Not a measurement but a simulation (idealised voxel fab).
You're looking at the process module voxel self aligned vias.
The cross-section on display is named cut; it measures 260 nm wide, and its cells are 5 nm squares.
Cross-section format: a grid of square cells, given as bands from top to bottom; each band is one or more rows of cells.
Basically the band line says how high the top is and how high the bottom is, in nm, and then what's in it from left to right, every material with its width in nm. Empty space shows up as "empty", and if a single material carries "throughout" it runs the full band edge to edge.
For the purposes of this specification, 0 denotes the height below which the wafer in its as-received condition is composed wholly of one material, and the lowermost band, lacking a lower limit, extends downward without end, as expressed in "0 down".
With a width like "30 to 40", each row of cells in the band differs from the next by the same amount, the top row carrying the first number and the bottom row the second.
For the purposes of this document, the phrase "identical to before" attached to a step denotes that no cell within the cross-section was modified by that step.
In the "Trapped void list" entry, you get each enclosed empty space of 8 cells or more, one with no open way to the top, written width x height at distance, distance from the left edge, in nm.
Read whatever lies past the settings on a step's line as the simulator's own remark about the step.
overlay nm, on a step with a mask: how far to the right of its planned place the mask lay; to the left if negative

Listed below are the process steps as planned
1: RECEIVE | material Si
2: CONFORMAL_DEP | material SiO2 | thk nm 15
3: CONFORMAL_DEP | material SiCN | thk nm 5
4: DIRECTIONAL_DEP | material lowk | thk nm 20
5: PATTERN | tone open | mask id LINES | material resist | width nm 20 | pitch nm 60 | thk nm 15 | overlay nm 0
6: DIRECTIONAL_ETCH | etch materials lowk | depth nm 20
7: STRIP | etch materials resist
8: CONFORMAL_DEP | material TiN | thk nm 5
9: FILL_DEP | material Ru | thk nm 10
10: CMP | height nm 40
11: SELECTIVE_ETCH | etch materials W Ru TiN | depth nm 10
12: FILL_DEP | material SiN | thk nm 5
13: CMP | height nm 40
14: DIRECTIONAL_DEP | material lowk | thk nm 20
15: MASKED_ETCH | tone open | mask id VIAS | width nm 40 | etch materials lowk | depth nm 20 | overlay nm 0
16: MASKED_ETCH | tone open | mask id VIAS | width nm 40 | etch materials SiN | depth nm 10 | overlay nm 0
17: CONFORMAL_DEP | material TiN | thk nm 5
18: FILL_DEP | material Cu | thk nm 10
19: CMP | height nm 60
20: CONFORMAL_DEP | material SiCN | thk nm 5

Step 1 complete: cross-section of the wafer as received
0 down: Si throughout
Trapped void list: none

Here's the cross-section of the first of our two wafers at the end of the module - it ran as planned
65 to 60: SiCN throughout
60 to 45: 80 lowk  5 TiN  30 Cu  5 TiN  140 lowk
45 to 40: 80 lowk  15 TiN  10 Cu  15 TiN  140 lowk
40 to 35: 90 lowk  5 TiN  10 Cu  5 TiN  40 lowk  20 SiN  90 lowk
35 to 30: 90 lowk  20 TiN  40 lowk  20 SiN  90 lowk
30 to 25: 90 lowk  5 TiN  10 Ru  5 TiN  40 lowk  5 TiN  10 Ru  5 TiN  90 lowk
25 to 20: 90 lowk  20 TiN  40 lowk  20 TiN  90 lowk
20 to 15: SiCN throughout
15 to 0: SiO2 throughout
0 down: Si throughout
Trapped void list: none

Wafer two, sectioned after the module: the first wafer's start, the first wafer's plan, and one mistake in how it was run
65 to 60: SiCN throughout
60 to 45: 80 lowk  5 TiN  30 Cu  5 TiN  140 lowk
45 to 40: 80 lowk  40 TiN  140 lowk
40 to 35: SiCN throughout
35 to 15: lowk throughout
15 to 0: SiO2 throughout
0 down: Si throughout
Trapped void list: none
Error vs. plan: ran 3 and 4 in swapped order versus the plan
Once processing is complete, comparing cell counts shows that the second wafer has more or fewer of certain materials than the first: 4 fewer of Cu; 4 fewer of Ru; 8 fewer of SiN; 16 fewer of TiN; 32 more of lowk
